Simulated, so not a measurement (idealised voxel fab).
You're looking at the process module voxel capacitor over wiring.
210 nm wide, 5 nm square cells: that's cross-section cut.
Cross-section spec: square-cell grid; bands listed top down; each band is one or more rows. First you get the band's top height and its bottom height, in nm, and then the materials it's made of, left to right, with each width in nm. If you see a single material with "edge to edge", that one covers the band edge to edge. "blank" is empty space. Heights are expressed relative to 0, this being the level below which the as-received wafer comprises one material exclusively. The lowest band is unbounded in the downward direction and is denoted as in "z 0 and below". Width "30 to 40": first value at the band's top row of cells, second value at its bottom row, equal change from row to row. It should be understood that the words "nothing changed", when stated for a given step, signify that the cross-section underwent no change in any of its cells during that step. "Closed void entries" specifies each empty space that is not open to the top and that occupies no fewer than 8 cells, using the form width x height at distance, the distance measured from the left edge and all three quantities in nm. Formally, on a step line, whatever follows the settings is a remark that the simulator itself makes on the step. A step's line can hold "overlay nm"; with a mask on that step, the setting says how far right of the planned place the mask lay, while a negative setting says it lay to the left.
Set out below are the planned steps of the process:
step 1: RECEIVE [material Si]
step 2: CONFORMAL_DEP [material SiO2] [thk nm 15]
step 3: CONFORMAL_DEP [material SiN] [thk nm 5]
step 4: DIRECTIONAL_DEP [material lowk] [thk nm 15]
step 5: PATTERN [tone open] [mask id METAL_1] [material resist] [width nm 20] [pitch nm 75] [thk nm 20] [overlay nm 0]
step 6: DIRECTIONAL_ETCH [etch materials lowk] [depth nm 15]
step 7: DIRECTIONAL_ETCH [etch materials SiN] [depth nm 5]
step 8: STRIP [etch materials resist]
step 9: CONFORMAL_DEP [material TiN] [thk nm 5]
step 10: FILL_DEP [material Ru] [thk nm 10]
step 11: CMP [height nm 35]
step 12: EPI [material Ru] [thk nm 5]
step 13: FILL_DEP [material SiCN] [thk nm 5]
step 14: DIRECTIONAL_DEP [material lowk] [thk nm 10]
step 15: MASKED_ETCH [tone open] [mask id PLUG_1] [width nm 15] [etch materials lowk] [depth nm 10] [overlay nm 0]
step 16: MASKED_ETCH [tone open] [mask id PLUG_1] [width nm 15] [etch materials SiCN] [depth nm 5] [overlay nm 0]
step 17: EPI [material Ru] [thk nm 10]
step 18: EPI [material Ru] [thk nm 5]
step 19: DIRECTIONAL_DEP [material TiN] [thk nm 5]
step 20: DIRECTIONAL_DEP [material Al2O3] [thk nm 5]
step 21: DIRECTIONAL_DEP [material TiN] [thk nm 5]
step 22: DIRECTIONAL_DEP [material aC] [thk nm 15]
step 23: PATTERN [tone cover] [mask id UPPER_PLATE] [material resist] [width nm 60] [thk nm 35] [overlay nm 0]
step 24: DIRECTIONAL_ETCH [etch materials aC] [depth nm 15]
step 25: STRIP [etch materials resist]
step 26: DIRECTIONAL_ETCH [etch materials TiN] [depth nm 5]
step 27: DIRECTIONAL_ETCH [etch materials Al2O3] [depth nm 5]
step 28: STRIP [etch materials aC]
step 29: MASKED_ETCH [tone cover] [mask id LOWER_PLATE] [width nm 70] [etch materials TiN] [depth nm 5] [overlay nm 0]
step 30: FILL_DEP [material SiO2] [thk nm 20]
step 31: CMP [height nm 85]
step 32: PATTERN [tone open] [mask id PLUG_2] [material resist] [width nm 15] [thk nm 20] [overlay nm 0]
step 33: DIRECTIONAL_ETCH [etch materials SiO2] [depth nm 5]
step 34: STRIP [etch materials resist]
step 35: CONFORMAL_DEP [material TiN] [thk nm 5]
step 36: FILL_DEP [material Cu] [thk nm 10]
step 37: CMP [height nm 85]
step 38: CONFORMAL_DEP [material SiCN] [thk nm 5]
All wafers enter the flow in the same state. The depth nm at step 33 differs from wafer to wafer, and the plan gives the value for the first wafer.
First of several wafers (as received, post step 1), cross-sectional view:
    z 0 and below: Si edge to edge
    Closed void entries: none
Take any row and you have a wafer at the end of the module: how many cells of each material it has gained (+) or lost (-) since it was received, and then its closed voids:
depth nm 5; +12 Al2O3; +33 Ru; +111 SiCN; +34 SiN; +337 SiO2; +49 TiN; +180 lowk; Closed void entries: none
depth nm 10; +12 Al2O3; +1 Cu; +33 Ru; +111 SiCN; +34 SiN; +334 SiO2; +51 TiN; +180 lowk; Closed void entries: none
depth nm 15; +12 Al2O3; +2 Cu; +33 Ru; +111 SiCN; +34 SiN; +331 SiO2; +53 TiN; +180 lowk; Closed void entries: none
depth nm 20; +12 Al2O3; +2 Cu; +33 Ru; +111 SiCN; +34 SiN; +331 SiO2; +53 TiN; +180 lowk; Closed void entries: none
depth nm 25; +12 Al2O3; +2 Cu; +33 Ru; +111 SiCN; +34 SiN; +331 SiO2; +53 TiN; +180 lowk; Closed void entries: none
depth nm 30; +12 Al2O3; +2 Cu; +33 Ru; +111 SiCN; +34 SiN; +331 SiO2; +53 TiN; +180 lowk; Closed void entries: none
